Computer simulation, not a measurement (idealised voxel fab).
process module | voxel transistor to metal
cross-section cut | 165 nm wide | cells 5 nm
A cross-section is a grid of square cells, given in bands from the top down. A band is one or more rows of cells.
Each band's line starts with the height of the band's top and of its bottom, in nm. Then come its materials from left to right, each with its width in nm. One material with "throughout" fills the band from edge to edge. "air" is empty space.
Height 0 is the level under which the wafer as received is all one material. The lowest band goes on downwards, as in "0 down".
A width such as "30 to 40" changes by the same amount from each row of cells to the next, from the band's top row to its bottom row.
"no change" after a step means that no cell of the cross-section changed.
closed voids: empty space of 8 cells or more with no open way to the top, each as width x height at its distance from the left edge, in nm
after a step's settings: what the simulator itself notes on the step
overlay nm, on a step with a mask: how far to the right of its planned place the mask lay; to the left if negative
plan
1 op RECEIVE | material Si
2 op CONFORMAL_DEP | material SiO2 | thk nm 5
3 op CONFORMAL_DEP | material SiN | thk nm 15
4 op MASKED_ETCH | tone cover | mask id ACTIVE | width nm 115 | etch materials SiN | depth nm 15 | overlay nm 0
5 op MASKED_ETCH | tone cover | mask id ACTIVE | width nm 115 | etch materials SiO2 | depth nm 5 | overlay nm 0
6 op MASKED_ETCH | tone cover | mask id ACTIVE | width nm 115 | etch materials Si | depth nm 20 | overlay nm 0
7 op FILL_DEP | material SiO2 | thk nm 15
8 op CMP | height nm 20
9 op SELECTIVE_ETCH | etch materials SiO2 | depth nm 5
10 op STRIP | etch materials SiN
11 op SELECTIVE_ETCH | etch materials SiO2 | depth nm 5
12 op OXIDIZE | depth nm 5
13 op DIRECTIONAL_DEP | material polySi | thk nm 25
14 op DIRECTIONAL_DEP | material SiCN | thk nm 10
15 op MASKED_ETCH | tone cover | mask id GATE | width nm 15 | etch materials SiCN | depth nm 20 | overlay nm 0
16 op MASKED_ETCH | tone cover | mask id GATE | width nm 15 | etch materials polySi | depth nm 35 | overlay nm 0
17 op CONFORMAL_DEP | material SiO2 | thk nm 5
18 op DIRECTIONAL_ETCH | etch materials SiO2 | depth nm 5
19 op CONFORMAL_DEP | material SiN | thk nm 10
20 op DIRECTIONAL_ETCH | etch materials SiN | depth nm 10
21 op DIRECTIONAL_ETCH | etch materials SiO2 | depth nm 5
22 op DIRECTIONAL_ETCH | etch materials Si | depth nm 5
23 op EPI | material nSi | thk nm 10
24 op FILL_DEP | material SiO2 | thk nm 10
25 op CMP | height nm 35
26 op DIRECTIONAL_DEP | material SiO2 | thk nm 15
27 op PATTERN | tone open | mask id CONTACT | material resist | width nm 20 | pitch nm 75 | thk nm 20 | overlay nm 0
28 op DIRECTIONAL_ETCH | etch materials SiO2 | depth nm 50
29 op STRIP | etch materials resist
30 op CONFORMAL_DEP | material TiN | thk nm 5
31 op FILL_DEP | material Ru | thk nm 10
32 op CMP | height nm 50
33 op CONFORMAL_DEP | material SiN | thk nm 5
34 op DIRECTIONAL_DEP | material lowk | thk nm 15
35 op PATTERN | tone open | mask id METAL_1 | material resist | width nm 20 | pitch nm 75 | thk nm 15 | overlay nm 0
36 op DIRECTIONAL_ETCH | etch materials lowk | depth nm 15
37 op DIRECTIONAL_ETCH | etch materials SiN | depth nm 5
38 op STRIP | etch materials resist
39 op CONFORMAL_DEP | material TiN | thk nm 5
40 op FILL_DEP | material Ru | thk nm 5
41 op CMP | height nm 70
42 op CONFORMAL_DEP | material SiCN | thk nm 5
43 op DIRECTIONAL_DEP | material lowk | thk nm 25
44 op MASKED_ETCH | tone open | mask id METAL_2_HOLES | width nm 15 | pitch nm 75 | etch materials lowk | depth nm 25 | overlay nm 0
45 op DIRECTIONAL_DEP | material aC | thk nm 10
46 op PATTERN | tone open | mask id METAL_2 | material resist | width nm 20 | pitch nm 75 | thk nm 25 | overlay nm -15
47 op DIRECTIONAL_ETCH | etch materials aC | depth nm 10
48 op STRIP | etch materials resist
49 op DIRECTIONAL_ETCH | etch materials lowk | depth nm 15
50 op DIRECTIONAL_ETCH | etch materials SiCN | depth nm 5
51 op STRIP | etch materials aC
52 op CONFORMAL_DEP | material TiN | thk nm 5
53 op FILL_DEP | material Ru | thk nm 10
54 op CMP | height nm 100
55 op CONFORMAL_DEP | material SiCN | thk nm 5
varied across the wafers: overlay nm of step 46. The plan shows the first wafer's value. All wafers start alike
first wafer as received, after step 1
  0 down: Si throughout
  closed voids: none
each wafer at the end: cells of each material gained (+) or lost (-) since it was received, then its closed voids
overlay nm -15 | +64 Ru | -73 Si | +70 SiCN | +61 SiN | +244 SiO2 | +92 TiN | +192 lowk | +28 nSi | +15 polySi | closed voids: none
overlay nm -10 | +60 Ru | -73 Si | +68 SiCN | +61 SiN | +244 SiO2 | +92 TiN | +198 lowk | +28 nSi | +15 polySi | closed voids: none
overlay nm -5 | +58 Ru | -73 Si | +66 SiCN | +61 SiN | +244 SiO2 | +90 TiN | +204 lowk | +28 nSi | +15 polySi | closed voids: none
overlay nm 0 | +58 Ru | -73 Si | +66 SiCN | +61 SiN | +244 SiO2 | +90 TiN | +204 lowk | +28 nSi | +15 polySi | closed voids: none
overlay nm 5 | +60 Ru | -73 Si | +68 SiCN | +61 SiN | +244 SiO2 | +92 TiN | +198 lowk | +28 nSi | +15 polySi | closed voids: none
overlay nm 10 | +64 Ru | -73 Si | +70 SiCN | +61 SiN | +244 SiO2 | +92 TiN | +192 lowk | +28 nSi | +15 polySi | closed voids: none
overlay nm 15 | +68 Ru | -73 Si | +72 SiCN | +61 SiN | +244 SiO2 | +92 TiN | +186 lowk | +28 nSi | +15 polySi | closed voids: none
